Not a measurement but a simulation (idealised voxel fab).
process module | voxel spacer lines
cross-section cut | 195 nm wide | cells 5 nm
A cross-section is a grid of square cells, given in bands from the top down. A band is one or more rows of cells.
Each band's line starts with the height of the band's top and of its bottom, in nm. Then come its materials from left to right, each with its width in nm. One material with "throughout" fills the band from edge to edge. "air" is empty space.
Height 0 is the level under which the wafer as received is all one material. The lowest band goes on downwards, as in "0 down".
A width such as "30 to 40" changes by the same amount from each row of cells to the next, from the band's top row to its bottom row.
"no change" after a step means that no cell of the cross-section changed.
closed voids: empty space of 8 cells or more with no open way to the top, each as width x height at its distance from the left edge, in nm
after a step's settings: what the simulator itself notes on the step
overlay nm, on a step with a mask: how far to the right of its planned place the mask lay; to the left if negative
plan
1 op RECEIVE | material Si
2 op CONFORMAL_DEP | material Al2O3 | thk nm 10
3 op DIRECTIONAL_DEP | material W | thk nm 15
4 op DIRECTIONAL_DEP | material polySi | thk nm 25
5 op PATTERN | tone cover | mask id MANDREL | material resist | width nm 20 | pitch nm 60 | thk nm 30 | overlay nm 0
6 op DIRECTIONAL_ETCH | etch materials polySi | depth nm 25
7 op STRIP | etch materials resist
8 op CONFORMAL_DEP | material SiO2 | thk nm 10
9 op DIRECTIONAL_ETCH | etch materials SiO2 | depth nm 10
10 op STRIP | etch materials polySi
11 op DIRECTIONAL_ETCH | etch materials W | depth nm 15
12 op STRIP | etch materials SiO2
first wafer, as planned
as received, after step 1
  0 down: Si throughout
  closed voids: none
after step 2
  10 to 0: Al2O3 throughout
  below 0: unchanged
after step 3
  25 to 10: W throughout
  below 10: unchanged
after step 4
  50 to 25: polySi throughout
  below 25: unchanged
after step 5
  80 to 50: air 25 | resist 20 | air 40 | resist 20 | air 40 | resist 20 | air 30
  below 50: unchanged
after step 6
  80 to 50: air 25 | resist 20 | air 40 | resist 20 | air 40 | resist 20 | air 30
  50 to 25: air 25 | polySi 20 | air 40 | polySi 20 | air 40 | polySi 20 | air 30
  below 25: unchanged
after step 7
  50 to 25: air 25 | polySi 20 | air 40 | polySi 20 | air 40 | polySi 20 | air 30
  below 25: unchanged
after step 8
  60 to 50: air 15 | SiO2 40 | air 20 | SiO2 40 | air 20 | SiO2 40 | air 20
  50 to 35: air 15 | SiO2 10 | polySi 20 | SiO2 10 | air 20 | SiO2 10 | polySi 20 | SiO2 10 | air 20 | SiO2 10 | polySi 20 | SiO2 10 | air 20
  35 to 25: SiO2 25 | polySi 20 | SiO2 40 | polySi 20 | SiO2 40 | polySi 20 | SiO2 30
  below 25: unchanged
after step 9
  50 to 25: air 15 | SiO2 10 | polySi 20 | SiO2 10 | air 20 | SiO2 10 | polySi 20 | SiO2 10 | air 20 | SiO2 10 | polySi 20 | SiO2 10 | air 20
  below 25: unchanged
after step 10
  50 to 25: air 15 | SiO2 10 | air 20 | SiO2 10 | air 20 | SiO2 10 | air 20 | SiO2 10 | air 20 | SiO2 10 | air 20 | SiO2 10 | air 20
  below 25: unchanged
after step 11
  50 to 25: air 15 | SiO2 10 | air 20 | SiO2 10 | air 20 | SiO2 10 | air 20 | SiO2 10 | air 20 | SiO2 10 | air 20 | SiO2 10 | air 20
  25 to 10: air 15 | W 10 | air 20 | W 10 | air 20 | W 10 | air 20 | W 10 | air 20 | W 10 | air 20 | W 10 | air 20
  below 10: unchanged
after step 12
  25 to 10: air 15 | W 10 | air 20 | W 10 | air 20 | W 10 | air 20 | W 10 | air 20 | W 10 | air 20 | W 10 | air 20
  below 10: unchanged
second wafer: like start, like plan, one mistake. Through step 1 it matches the first wafer
when step 2 should have ended
  15 to 0: Al2O3 throughout
  below 0: unchanged
when step 3 should have ended
  30 to 15: W throughout
  below 15: unchanged
when step 4 should have ended
  55 to 30: polySi throughout
  below 30: unchanged
when step 5 should have ended
  85 to 55: air 25 | resist 20 | air 40 | resist 20 | air 40 | resist 20 | air 30
  below 55: unchanged
when step 6 should have ended
  85 to 55: air 25 | resist 20 | air 40 | resist 20 | air 40 | resist 20 | air 30
  55 to 30: air 25 | polySi 20 | air 40 | polySi 20 | air 40 | polySi 20 | air 30
  below 30: unchanged
when step 7 should have ended
  55 to 30: air 25 | polySi 20 | air 40 | polySi 20 | air 40 | polySi 20 | air 30
  below 30: unchanged
when step 8 should have ended
  65 to 55: air 15 | SiO2 40 | air 20 | SiO2 40 | air 20 | SiO2 40 | air 20
  55 to 40: air 15 | SiO2 10 | polySi 20 | SiO2 10 | air 20 | SiO2 10 | polySi 20 | SiO2 10 | air 20 | SiO2 10 | polySi 20 | SiO2 10 | air 20
  40 to 30: SiO2 25 | polySi 20 | SiO2 40 | polySi 20 | SiO2 40 | polySi 20 | SiO2 30
  below 30: unchanged
when step 9 should have ended
  55 to 30: air 15 | SiO2 10 | polySi 20 | SiO2 10 | air 20 | SiO2 10 | polySi 20 | SiO2 10 | air 20 | SiO2 10 | polySi 20 | SiO2 10 | air 20
  below 30: unchanged
when step 10 should have ended
  55 to 30: air 15 | SiO2 10 | air 20 | SiO2 10 | air 20 | SiO2 10 | air 20 | SiO2 10 | air 20 | SiO2 10 | air 20 | SiO2 10 | air 20
  below 30: unchanged
when step 11 should have ended
  55 to 30: air 15 | SiO2 10 | air 20 | SiO2 10 | air 20 | SiO2 10 | air 20 | SiO2 10 | air 20 | SiO2 10 | air 20 | SiO2 10 | air 20
  30 to 15: air 15 | W 10 | air 20 | W 10 | air 20 | W 10 | air 20 | W 10 | air 20 | W 10 | air 20 | W 10 | air 20
  below 15: unchanged
when step 12 should have ended
  30 to 15: air 15 | W 10 | air 20 | W 10 | air 20 | W 10 | air 20 | W 10 | air 20 | W 10 | air 20 | W 10 | air 20
  below 15: unchanged
what went wrong: step 2 ran as: op CONFORMAL_DEP | material Al2O3 | thk nm 15
at the end the second wafer has, in cells: 39 more of Al2O3
